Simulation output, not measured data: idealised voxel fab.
The process module presented herein is designated voxel quadruple lines.
For reference, the cross-section in this document is cut, with width 195 nm and square cells of 5 nm.
The cross-sections in this document take the form of a grid made of square cells. They are written out as bands, in order from top to bottom. Each band consists of one or more rows of cells.
Heights first: top, then bottom, in nm. Then materials, left to right, each with a width in nm. "throughout" on a single material: fills the band edge to edge. "air": empty space.
Ref level 0: as-received wafer is one material below here. Bottom band extends down with no lower bound ("z 0 and below").
The two numbers in a width such as "30->40" mark its ends across the band: the first belongs to the top row of cells, the second to the bottom row, and from each row to the next the width moves by the same amount.
Step marked "changes: none"? Then no cell in the cross-section changed in it.
The entry titled "Enclosed void listing" provides the empty spaces that have no open way to the top, restricted to those of 8 cells or more. Each is presented as width x height at distance, the distance being measured from the left edge, with all three in nm.
Heads up: the bit after the settings on a step's line is the simulator's remark on that step.
"overlay nm", when on a step's line for a step with a mask, measures how far to the right of its planned place the mask lay; a negative measure means to the left.
# The following list gives the planned process steps
| 1 | RECEIVE, material Si |
| 2 | CONFORMAL_DEP, material Al2O3, thk nm 5 |
| 3 | DIRECTIONAL_DEP, material W, thk nm 10 |
| 4 | DIRECTIONAL_DEP, material polySi, thk nm 15 |
| 5 | DIRECTIONAL_DEP, material aC, thk nm 25 |
| 6 | PATTERN, tone cover, mask id MANDREL, material resist, width nm 25, thk nm 35, overlay nm 0 |
| 7 | DIRECTIONAL_ETCH, etch materials aC, depth nm 25 |
| 8 | STRIP, etch materials resist |
| 9 | CONFORMAL_DEP, material SiO2, thk nm 15 |
| 10 | DIRECTIONAL_ETCH, etch materials SiO2, depth nm 15 |
| 11 | STRIP, etch materials aC |
| 12 | DIRECTIONAL_ETCH, etch materials polySi, depth nm 15 |
| 13 | STRIP, etch materials SiO2 |
| 14 | CONFORMAL_DEP, material SiCN, thk nm 5 |
| 15 | DIRECTIONAL_ETCH, etch materials SiCN, depth nm 5 |
| 16 | STRIP, etch materials polySi |
| 17 | DIRECTIONAL_ETCH, etch materials W, depth nm 10 |
| 18 | STRIP, etch materials SiCN |
| 19 | FILL_DEP, material SiO2, thk nm 5 |
| 20 | CMP, height nm 15 |
# The first of the two wafers, which ran as planned
# As-received state of the wafer in cross-section, equivalent to post-step 1
- z 0 and below = Si throughout
- Enclosed void listing: none
# The following cross-section depicts the wafer upon completion of step 2
- z 5 to 0 = Al2O3 throughout
- Everything under 0 stays put, no change at all.
# The following cross-section depicts the wafer upon completion of step 3
- z 15 to 5 = W throughout
- Everything under 5 stays put, no change at all.
# The following cross-section depicts the wafer upon completion of step 4
- z 30 to 15 = polySi throughout
- Everything under 15 stays put, no change at all.
# The following cross-section depicts the wafer upon completion of step 5
- z 55 to 30 = aC throughout
- Everything under 30 stays put, no change at all.
# The following cross-section depicts the wafer upon completion of step 6
- z 90 to 55 = air: 85  resist: 25  air: 85
- Everything under 55 stays put, no change at all.
# The following cross-section depicts the wafer upon completion of step 7
- z 65 to 55 = air: 85  resist: 25  air: 85
- z 55 to 30 = air: 85  aC: 25  air: 85
- Everything under 30 stays put, no change at all.
# The following cross-section depicts the wafer upon completion of step 8
- z 55 to 30 = air: 85  aC: 25  air: 85
- Everything under 30 stays put, no change at all.
# The following cross-section depicts the wafer upon completion of step 9
- z 70 to 55 = air: 70  SiO2: 55  air: 70
- z 55 to 45 = air: 70  SiO2: 15  aC: 25  SiO2: 15  air: 70
- z 45 to 30 = SiO2: 85  aC: 25  SiO2: 85
- Everything under 30 stays put, no change at all.
# The following cross-section depicts the wafer upon completion of step 10
- z 55 to 30 = air: 70  SiO2: 15  aC: 25  SiO2: 15  air: 70
- Everything under 30 stays put, no change at all.
# The following cross-section depicts the wafer upon completion of step 11
- z 55 to 30 = air: 70  SiO2: 15  air: 25  SiO2: 15  air: 70
- Everything under 30 stays put, no change at all.
# The following cross-section depicts the wafer upon completion of step 12
- z 55 to 30 = air: 70  SiO2: 15  air: 25  SiO2: 15  air: 70
- z 30 to 15 = air: 70  polySi: 15  air: 25  polySi: 15  air: 70
- Everything under 15 stays put, no change at all.
# The following cross-section depicts the wafer upon completion of step 13
- z 30 to 15 = air: 70  polySi: 15  air: 25  polySi: 15  air: 70
- Everything under 15 stays put, no change at all.
# The following cross-section depicts the wafer upon completion of step 14
- z 35 to 30 = air: 65  SiCN: 25  air: 15  SiCN: 25  air: 65
- z 30 to 20 = air: 65  SiCN: 5  polySi: 15  SiCN: 5  air: 15  SiCN: 5  polySi: 15  SiCN: 5  air: 65
- z 20 to 15 = SiCN: 70  polySi: 15  SiCN: 25  polySi: 15  SiCN: 70
- Everything under 15 stays put, no change at all.
# The following cross-section depicts the wafer upon completion of step 15
- z 30 to 15 = air: 65  SiCN: 5  polySi: 15  SiCN: 5  air: 15  SiCN: 5  polySi: 15  SiCN: 5  air: 65
- Everything under 15 stays put, no change at all.
# The following cross-section depicts the wafer upon completion of step 16
- z 30 to 15 = air: 65  SiCN: 5  air: 15  SiCN: 5  air: 15  SiCN: 5  air: 15  SiCN: 5  air: 65
- Everything under 15 stays put, no change at all.
# The following cross-section depicts the wafer upon completion of step 17
- z 30 to 15 = air: 65  SiCN: 5  air: 15  SiCN: 5  air: 15  SiCN: 5  air: 15  SiCN: 5  air: 65
- z 15 to 5 = air: 65  W: 5  air: 15  W: 5  air: 15  W: 5  air: 15  W: 5  air: 65
- Everything under 5 stays put, no change at all.
# The following cross-section depicts the wafer upon completion of step 18
- z 15 to 5 = air: 65  W: 5  air: 15  W: 5  air: 15  W: 5  air: 15  W: 5  air: 65
- Everything under 5 stays put, no change at all.
# The following cross-section depicts the wafer upon completion of step 19
- z 20 to 15 = SiO2 throughout
- z 15 to 5 = SiO2: 65  W: 5  SiO2: 15  W: 5  SiO2: 15  W: 5  SiO2: 15  W: 5  SiO2: 65
- Everything under 5 stays put, no change at all.
# The following cross-section depicts the wafer upon completion of step 20
- z 15 to 5 = SiO2: 65  W: 5  SiO2: 15  W: 5  SiO2: 15  W: 5  SiO2: 15  W: 5  SiO2: 65
- Everything under 5 stays put, no change at all.
# What follows concerns the second wafer, which started out like the first and was meant to follow the very same plan; one mistake crept in when it was run, but everything up to and including step 5 is the same as for the first wafer
# Cross-sectional view of the second wafer at the intended end time of process step 6
- z 90 to 55 = air: 90  resist: 15  air: 90
- Everything under 55 stays put, no change at all.
# Cross-sectional view of the second wafer at the intended end time of process step 7
- z 65 to 55 = air: 90  resist: 15  air: 90
- z 55 to 30 = air: 90  aC: 15  air: 90
- Everything under 30 stays put, no change at all.
# Cross-sectional view of the second wafer at the intended end time of process step 8
- z 55 to 30 = air: 90  aC: 15  air: 90
- Everything under 30 stays put, no change at all.
# Cross-sectional view of the second wafer at the intended end time of process step 9
- z 70 to 55 = air: 75  SiO2: 45  air: 75
- z 55 to 45 = air: 75  SiO2: 15  aC: 15  SiO2: 15  air: 75
- z 45 to 30 = SiO2: 90  aC: 15  SiO2: 90
- Everything under 30 stays put, no change at all.
# Cross-sectional view of the second wafer at the intended end time of process step 10
- z 55 to 30 = air: 75  SiO2: 15  aC: 15  SiO2: 15  air: 75
- Everything under 30 stays put, no change at all.
# Cross-sectional view of the second wafer at the intended end time of process step 11
- z 55 to 30 = air: 75  SiO2: 15  air: 15  SiO2: 15  air: 75
- Everything under 30 stays put, no change at all.
# Cross-sectional view of the second wafer at the intended end time of process step 12
- z 55 to 30 = air: 75  SiO2: 15  air: 15  SiO2: 15  air: 75
- z 30 to 15 = air: 75  polySi: 15  air: 15  polySi: 15  air: 75
- Everything under 15 stays put, no change at all.
# Cross-sectional view of the second wafer at the intended end time of process step 13
- z 30 to 15 = air: 75  polySi: 15  air: 15  polySi: 15  air: 75
- Everything under 15 stays put, no change at all.
# Cross-sectional view of the second wafer at the intended end time of process step 14
- z 35 to 30 = air: 70  SiCN: 25  air: 5  SiCN: 25  air: 70
- z 30 to 20 = air: 70  SiCN: 5  polySi: 15  SiCN: 5  air: 5  SiCN: 5  polySi: 15  SiCN: 5  air: 70
- z 20 to 15 = SiCN: 75  polySi: 15  SiCN: 15  polySi: 15  SiCN: 75
- Everything under 15 stays put, no change at all.
# Cross-sectional view of the second wafer at the intended end time of process step 15
- z 30 to 15 = air: 70  SiCN: 5  polySi: 15  SiCN: 5  air: 5  SiCN: 5  polySi: 15  SiCN: 5  air: 70
- Everything under 15 stays put, no change at all.
# Cross-sectional view of the second wafer at the intended end time of process step 16
- z 30 to 15 = air: 70  SiCN: 5  air: 15  SiCN: 5  air: 5  SiCN: 5  air: 15  SiCN: 5  air: 70
- Everything under 15 stays put, no change at all.
# Cross-sectional view of the second wafer at the intended end time of process step 17
- z 30 to 15 = air: 70  SiCN: 5  air: 15  SiCN: 5  air: 5  SiCN: 5  air: 15  SiCN: 5  air: 70
- z 15 to 5 = air: 70  W: 5  air: 15  W: 5  air: 5  W: 5  air: 15  W: 5  air: 70
- Everything under 5 stays put, no change at all.
# Cross-sectional view of the second wafer at the intended end time of process step 18
- z 15 to 5 = air: 70  W: 5  air: 15  W: 5  air: 5  W: 5  air: 15  W: 5  air: 70
- Everything under 5 stays put, no change at all.
# Cross-sectional view of the second wafer at the intended end time of process step 19
- z 20 to 15 = SiO2 throughout
- z 15 to 5 = SiO2: 70  W: 5  SiO2: 15  W: 5  SiO2: 5  W: 5  SiO2: 15  W: 5  SiO2: 70
- Everything under 5 stays put, no change at all.
# Cross-sectional view of the second wafer at the intended end time of process step 20
- z 15 to 5 = SiO2: 70  W: 5  SiO2: 15  W: 5  SiO2: 5  W: 5  SiO2: 15  W: 5  SiO2: 70
- Everything under 5 stays put, no change at all.
What was done differently from what was planned? step 6 went in with a setting other than planned; the actual run was PATTERN, tone cover, mask id MANDREL, material resist, width nm 15, thk nm 35, overlay nm 0
Heads up: at the end the two wafers have identical cell counts per material, they're just laid out differently.
